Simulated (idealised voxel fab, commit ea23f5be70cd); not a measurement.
The following is a process module called voxel released beams.
Cross-section cut spans 205 nm and uses square cells 5 nm in size.
Reading order for cross-sections: top band down to bottom band. Underlying form: a grid of square cells. Band size: one or more rows of cells. First you get the band's top height and its bottom height, in nm, and then the materials it's made of, left to right, with each width in nm. If you see a single material with "full width", that one covers the band edge to edge. "blank" is empty space. Counting heights begins at 0, where everything beneath is, in the wafer as received, one material. The lowest band has no bottom; it goes on downwards, as "0 nm and below" shows. So if you see something like "30..40" for the width, read it as the top row of the band sitting at the first number and the bottom row at the second, with every row in between moving by the same amount as the last. Basically "nothing was modified" means that step didn't change any cell in the cross-section. In "Entrapped voids" the enclosed voids are listed, meaning empty spaces of 8 cells or larger without any opening to the top. The form is width x height at distance, distance from the left edge, units nm. Text after the settings on a step's line: the simulator's own remark on that step. When a step includes a mask, the "overlay nm" setting on its line states how far to the right of its planned place that mask lay, and negative values state how far to the left.
**The planned process steps are enumerated hereunder**
1 RECEIVE, material Si
2 CONFORMAL_DEP, material Al2O3, thk nm 10
3 DIRECTIONAL_DEP, material SiO2, thk nm 15
4 DIRECTIONAL_DEP, material aC, thk nm 10
5 PATTERN, tone open, mask id ANCHOR, material resist, width nm 30, thk nm 30, overlay nm 0
6 DIRECTIONAL_ETCH, etch materials aC, depth nm 10
7 STRIP, etch materials resist
8 DIRECTIONAL_ETCH, etch materials SiO2, depth nm 15
9 STRIP, etch materials aC
10 CONFORMAL_DEP, material SiN, thk nm 10
11 PATTERN, tone cover, mask id BEAM, material resist, width nm 100, thk nm 20, overlay nm 0
12 DIRECTIONAL_ETCH, etch materials SiN, depth nm 10
13 STRIP, etch materials resist
14 STRIP, etch materials SiO2
**Cross-section of the wafer upon arrival, representing the state reached after step 1**
  0 nm and below  Si full width
  Entrapped voids: none
**End state of the module in cross-section, given the above starting point and plan and one mistake in execution**
  35 nm to 25 nm  50 of blank / 10 of SiN / 10 of blank / 80 of SiN / 55 of blank
  25 nm to 20 nm  50 of blank / 10 of SiN / 10 of blank / 10 of SiN / 125 of blank
  20 nm to 10 nm  50 of blank / 30 of SiN / 125 of blank
  10 nm to 0 nm  Al2O3 full width
  0 nm and below  Si full width
  Entrapped voids: none
Nonconformance to the process plan: step 5: run off-plan, actual operation and settings PATTERN, tone open, mask id ANCHOR, material resist, width nm 30, thk nm 30, overlay nm -5
